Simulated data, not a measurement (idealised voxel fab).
Process module name: voxel spacer lines
Shown is cross-section cut, with a width of 230 nm and square cells of size 5 nm.
Square cells in a grid make up a cross-section in this document, and the grid is given as bands, listed from the top down, each one or more rows of cells. Per band: top height and bottom height in nm, followed by the left-to-right materials and their widths in nm; "throughout" marks a single material spanning edge to edge, "empty" marks empty space. Note: height 0 marks the level under which the wafer is uniformly one material as received. Lowest band unbounded below, written "0 nm and below". Width: "30 to 40" (first number = top row, second number = bottom row, same change from row to row of cells). "nothing was modified" (step): cross-section cells unchanged, all of them. What "Closed cavity list" gives you is every empty space of 8 cells or more that is cut off from the top. Each appears as width x height at distance, with the distance taken from the left edge and width, height and distance all in nm. after a step's settings: what the simulator itself notes on the step. overlay nm: right-of-plan distance of the mask on a masked step; negative values mean left-of-plan.
-- Planned step list for the process
1: RECEIVE [material Si]
2: CONFORMAL_DEP [material Al2O3] [thk nm 5]
3: DIRECTIONAL_DEP [material SiN] [thk nm 20]
4: DIRECTIONAL_DEP [material aC] [thk nm 20]
5: PATTERN [tone cover] [mask id MANDREL] [material resist] [width nm 15] [pitch nm 50] [thk nm 25] [overlay nm 0]
6: DIRECTIONAL_ETCH [etch materials aC] [depth nm 20]
7: STRIP [etch materials resist]
8: CONFORMAL_DEP [material SiO2] [thk nm 10]
9: DIRECTIONAL_ETCH [etch materials SiO2] [depth nm 10]
10: STRIP [etch materials aC]
11: DIRECTIONAL_ETCH [etch materials SiN] [depth nm 20]
12: STRIP [etch materials SiO2]
13: FILL_DEP [material lowk] [thk nm 10]
14: CMP [height nm 25]
-- Shown in cross-section is the wafer as received, that is, as it stands after step 1
> 0 nm and below = Si throughout
> Closed cavity list: none
-- First of two wafers: cross-section at end of module, run per plan
> 25 nm to 5 nm = lowk 45 nm, then SiN 10 nm, then lowk 15 nm, then SiN 10 nm, then lowk 15 nm, then SiN 10 nm, then lowk 15 nm, then SiN 10 nm, then lowk 15 nm, then SiN 10 nm, then lowk 15 nm, then SiN 10 nm, then lowk 50 nm
> 5 nm to 0 nm = Al2O3 throughout
> 0 nm and below = Si throughout
> Closed cavity list: none
-- The second wafer, shown in cross-section after the module: started the same way as the first and given the same plan, yet one mistake crept into how it was run
> 25 nm to 20 nm = Al2O3 throughout
> 20 nm to 0 nm = SiN throughout
> 0 nm and below = Si throughout
> Closed cavity list: none
In executing the process, a mistake was made relative to the plan: ran 2 and 3 in swapped order versus the plan
Wrapping up, a cell-based count of both wafers puts the second over or under the first for these materials: SiN: 136 more | lowk: 136 fewer
